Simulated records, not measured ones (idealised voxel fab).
Proc. module: voxel trench capacitor
The cross-section shown here is cut; it is 165 nm wide and divided into square cells measuring 5 nm on a side.
When this document writes out a cross-section, it uses a grid of square cells and lists it as bands, beginning at the top and moving down, with a band standing for one or more rows of cells.
Band: top and bottom heights (nm) first, top before bottom; then materials from left to right, widths in nm. "all across" marks a sole material filling the band edge to edge. "empty" denotes empty space.
Measure heights from 0. That's the level where, below it, the as-received wafer is all one material. The lowest band is bottomless and extends downward; write it as in "0 nm and below".
Top row gets the first number, bottom row gets the second, and each row in between changes by the same step: that is how a band width like "30->40" works.
You'll sometimes find "no change occurred" written for a step, and that's the way of saying that nowhere in the cross-section did a cell change during that step.
"Closed void list" lists enclosed empty spaces (at least 8 cells, no open path upward to the top), each as width x height at distance from the left edge, in nm.
The remark found on a step's line after its settings is issued by the simulator itself and pertains to that step.
overlay nm: how far to the right of its planned place the mask lay on this masked step (negative: to the left).
# List of planned process steps
- 1: RECEIVE: material Si
- 2: CONFORMAL_DEP: material SiN, thk nm 10
- 3: DIRECTIONAL_DEP: material aC, thk nm 10
- 4: PATTERN: tone open, mask id TRENCH, material resist, width nm 25, pitch nm 50, thk nm 30, overlay nm 0
- 5: DIRECTIONAL_ETCH: etch materials aC, depth nm 10
- 6: STRIP: etch materials resist
- 7: DIRECTIONAL_ETCH: etch materials SiN, depth nm 10
- 8: DIRECTIONAL_ETCH: etch materials Si, depth nm 30
- 9: STRIP: etch materials aC
- 10: CONFORMAL_DEP: material HfO2, thk nm 5
- 11: CONFORMAL_DEP: material TiN, thk nm 5
- 12: FILL_DEP: material W, thk nm 5
- 13: CMP: height nm 10
# First of two wafers, with the run carried out as planned
# Cross-sectional view of the wafer in its as-received condition, corresponding to the state after step 1
  0 nm and below | Si all across
  Closed void list: none
# Wafer xsec, post step 2
  10 nm to 0 nm | SiN all across
  Nothing below the height 0 has changed.
# Wafer xsec, post step 3
  20 nm to 10 nm | aC all across
  Nothing below the height 10 has changed.
# Wafer xsec, post step 4
  50 nm to 20 nm | 45 nm resist, then 25 nm empty, then 25 nm resist, then 25 nm empty, then 45 nm resist
  Nothing below the height 20 has changed.
# Wafer xsec, post step 5
  40 nm to 20 nm | 45 nm resist, then 25 nm empty, then 25 nm resist, then 25 nm empty, then 45 nm resist
  20 nm to 10 nm | 45 nm aC, then 25 nm empty, then 25 nm aC, then 25 nm empty, then 45 nm aC
  Nothing below the height 10 has changed.
# Wafer xsec, post step 6
  20 nm to 10 nm | 45 nm aC, then 25 nm empty, then 25 nm aC, then 25 nm empty, then 45 nm aC
  Nothing below the height 10 has changed.
# Wafer xsec, post step 7
  20 nm to 10 nm | 45 nm aC, then 25 nm empty, then 25 nm aC, then 25 nm empty, then 45 nm aC
  10 nm to 0 nm | 45 nm SiN, then 25 nm empty, then 25 nm SiN, then 25 nm empty, then 45 nm SiN
  Nothing below the height 0 has changed.
# Wafer xsec, post step 8
  20 nm to 10 nm | 45 nm aC, then 25 nm empty, then 25 nm aC, then 25 nm empty, then 45 nm aC
  10 nm to 0 nm | 45 nm SiN, then 25 nm empty, then 25 nm SiN, then 25 nm empty, then 45 nm SiN
  0 nm to -30 nm | 45 nm Si, then 25 nm empty, then 25 nm Si, then 25 nm empty, then 45 nm Si
  Nothing below the height -30 has changed.
# Wafer xsec, post step 9
  10 nm to 0 nm | 45 nm SiN, then 25 nm empty, then 25 nm SiN, then 25 nm empty, then 45 nm SiN
  Nothing below the height 0 has changed.
# Wafer xsec, post step 10
  15 nm to 10 nm | 50 nm HfO2, then 15 nm empty, then 35 nm HfO2, then 15 nm empty, then 50 nm HfO2
  10 nm to 0 nm | 45 nm SiN, then 5 nm HfO2, then 15 nm empty, then 5 nm HfO2, then 25 nm SiN, then 5 nm HfO2, then 15 nm empty, then 5 nm HfO2, then 45 nm SiN
  0 nm to -25 nm | 45 nm Si, then 5 nm HfO2, then 15 nm empty, then 5 nm HfO2, then 25 nm Si, then 5 nm HfO2, then 15 nm empty, then 5 nm HfO2, then 45 nm Si
  -25 nm to -30 nm | 45 nm Si, then 25 nm HfO2, then 25 nm Si, then 25 nm HfO2, then 45 nm Si
  Nothing below the height -30 has changed.
# Wafer xsec, post step 11
  20 nm to 15 nm | 55 nm TiN, then 5 nm empty, then 45 nm TiN, then 5 nm empty, then 55 nm TiN
  15 nm to 10 nm | 50 nm HfO2, then 5 nm TiN, then 5 nm empty, then 5 nm TiN, then 35 nm HfO2, then 5 nm TiN, then 5 nm empty, then 5 nm TiN, then 50 nm HfO2
  10 nm to 0 nm | 45 nm SiN, then 5 nm HfO2, then 5 nm TiN, then 5 nm empty, then 5 nm TiN, then 5 nm HfO2, then 25 nm SiN, then 5 nm HfO2, then 5 nm TiN, then 5 nm empty, then 5 nm TiN, then 5 nm HfO2, then 45 nm SiN
  0 nm to -20 nm | 45 nm Si, then 5 nm HfO2, then 5 nm TiN, then 5 nm empty, then 5 nm TiN, then 5 nm HfO2, then 25 nm Si, then 5 nm HfO2, then 5 nm TiN, then 5 nm empty, then 5 nm TiN, then 5 nm HfO2, then 45 nm Si
  -20 nm to -25 nm | 45 nm Si, then 5 nm HfO2, then 15 nm TiN, then 5 nm HfO2, then 25 nm Si, then 5 nm HfO2, then 15 nm TiN, then 5 nm HfO2, then 45 nm Si
  Nothing below the height -25 has changed.
# Wafer xsec, post step 12
  25 nm to 20 nm | W all across
  20 nm to 15 nm | 55 nm TiN, then 5 nm W, then 45 nm TiN, then 5 nm W, then 55 nm TiN
  15 nm to 10 nm | 50 nm HfO2, then 5 nm TiN, then 5 nm W, then 5 nm TiN, then 35 nm HfO2, then 5 nm TiN, then 5 nm W, then 5 nm TiN, then 50 nm HfO2
  10 nm to 0 nm | 45 nm SiN, then 5 nm HfO2, then 5 nm TiN, then 5 nm W, then 5 nm TiN, then 5 nm HfO2, then 25 nm SiN, then 5 nm HfO2, then 5 nm TiN, then 5 nm W, then 5 nm TiN, then 5 nm HfO2, then 45 nm SiN
  0 nm to -20 nm | 45 nm Si, then 5 nm HfO2, then 5 nm TiN, then 5 nm W, then 5 nm TiN, then 5 nm HfO2, then 25 nm Si, then 5 nm HfO2, then 5 nm TiN, then 5 nm W, then 5 nm TiN, then 5 nm HfO2, then 45 nm Si
  Nothing below the height -20 has changed.
# Wafer xsec, post step 13
  10 nm to 0 nm | 45 nm SiN, then 5 nm HfO2, then 5 nm TiN, then 5 nm W, then 5 nm TiN, then 5 nm HfO2, then 25 nm SiN, then 5 nm HfO2, then 5 nm TiN, then 5 nm W, then 5 nm TiN, then 5 nm HfO2, then 45 nm SiN
  Nothing below the height 0 has changed.
# Second Wafer (Identical Start and Plan, One Processing Error; Matches First Wafer Through Step 7)
# Second wafer, cut view, end of step 8 per plan
  20 nm to 10 nm | 45 nm aC, then 25 nm empty, then 25 nm aC, then 25 nm empty, then 45 nm aC
  10 nm to 0 nm | 45 nm SiN, then 25 nm empty, then 25 nm SiN, then 25 nm empty, then 45 nm SiN
  0 nm to -60 nm | 45 nm Si, then 25 nm empty, then 25 nm Si, then 25 nm empty, then 45 nm Si
  Nothing below the height -60 has changed.
# Second wafer, cut view, end of step 9 per plan
  10 nm to 0 nm | 45 nm SiN, then 25 nm empty, then 25 nm SiN, then 25 nm empty, then 45 nm SiN
  Nothing below the height 0 has changed.
# Second wafer, cut view, end of step 10 per plan
  15 nm to 10 nm | 50 nm HfO2, then 15 nm empty, then 35 nm HfO2, then 15 nm empty, then 50 nm HfO2
  10 nm to 0 nm | 45 nm SiN, then 5 nm HfO2, then 15 nm empty, then 5 nm HfO2, then 25 nm SiN, then 5 nm HfO2, then 15 nm empty, then 5 nm HfO2, then 45 nm SiN
  0 nm to -55 nm | 45 nm Si, then 5 nm HfO2, then 15 nm empty, then 5 nm HfO2, then 25 nm Si, then 5 nm HfO2, then 15 nm empty, then 5 nm HfO2, then 45 nm Si
  -55 nm to -60 nm | 45 nm Si, then 25 nm HfO2, then 25 nm Si, then 25 nm HfO2, then 45 nm Si
  Nothing below the height -60 has changed.
# Second wafer, cut view, end of step 11 per plan
  20 nm to 15 nm | 55 nm TiN, then 5 nm empty, then 45 nm TiN, then 5 nm empty, then 55 nm TiN
  15 nm to 10 nm | 50 nm HfO2, then 5 nm TiN, then 5 nm empty, then 5 nm TiN, then 35 nm HfO2, then 5 nm TiN, then 5 nm empty, then 5 nm TiN, then 50 nm HfO2
  10 nm to 0 nm | 45 nm SiN, then 5 nm HfO2, then 5 nm TiN, then 5 nm empty, then 5 nm TiN, then 5 nm HfO2, then 25 nm SiN, then 5 nm HfO2, then 5 nm TiN, then 5 nm empty, then 5 nm TiN, then 5 nm HfO2, then 45 nm SiN
  0 nm to -50 nm | 45 nm Si, then 5 nm HfO2, then 5 nm TiN, then 5 nm empty, then 5 nm TiN, then 5 nm HfO2, then 25 nm Si, then 5 nm HfO2, then 5 nm TiN, then 5 nm empty, then 5 nm TiN, then 5 nm HfO2, then 45 nm Si
  -50 nm to -55 nm | 45 nm Si, then 5 nm HfO2, then 15 nm TiN, then 5 nm HfO2, then 25 nm Si, then 5 nm HfO2, then 15 nm TiN, then 5 nm HfO2, then 45 nm Si
  Nothing below the height -55 has changed.
# Second wafer, cut view, end of step 12 per plan
  25 nm to 20 nm | W all across
  20 nm to 15 nm | 55 nm TiN, then 5 nm W, then 45 nm TiN, then 5 nm W, then 55 nm TiN
  15 nm to 10 nm | 50 nm HfO2, then 5 nm TiN, then 5 nm W, then 5 nm TiN, then 35 nm HfO2, then 5 nm TiN, then 5 nm W, then 5 nm TiN, then 50 nm HfO2
  10 nm to 0 nm | 45 nm SiN, then 5 nm HfO2, then 5 nm TiN, then 5 nm W, then 5 nm TiN, then 5 nm HfO2, then 25 nm SiN, then 5 nm HfO2, then 5 nm TiN, then 5 nm W, then 5 nm TiN, then 5 nm HfO2, then 45 nm SiN
  0 nm to -50 nm | 45 nm Si, then 5 nm HfO2, then 5 nm TiN, then 5 nm W, then 5 nm TiN, then 5 nm HfO2, then 25 nm Si, then 5 nm HfO2, then 5 nm TiN, then 5 nm W, then 5 nm TiN, then 5 nm HfO2, then 45 nm Si
  Nothing below the height -50 has changed.
# Second wafer, cut view, end of step 13 per plan
  10 nm to 0 nm | 45 nm SiN, then 5 nm HfO2, then 5 nm TiN, then 5 nm W, then 5 nm TiN, then 5 nm HfO2, then 25 nm SiN, then 5 nm HfO2, then 5 nm TiN, then 5 nm W, then 5 nm TiN, then 5 nm HfO2, then 45 nm SiN
  Nothing below the height 0 has changed.
Heads up, the wafer didn't run the way we planned it: twice over, step 8 of the plan was run
Looking at both finished wafers in cells, the second ends up ahead of or behind the first on some materials: 24 more of HfO2, 60 fewer of Si, 24 more of TiN, 12 more of W
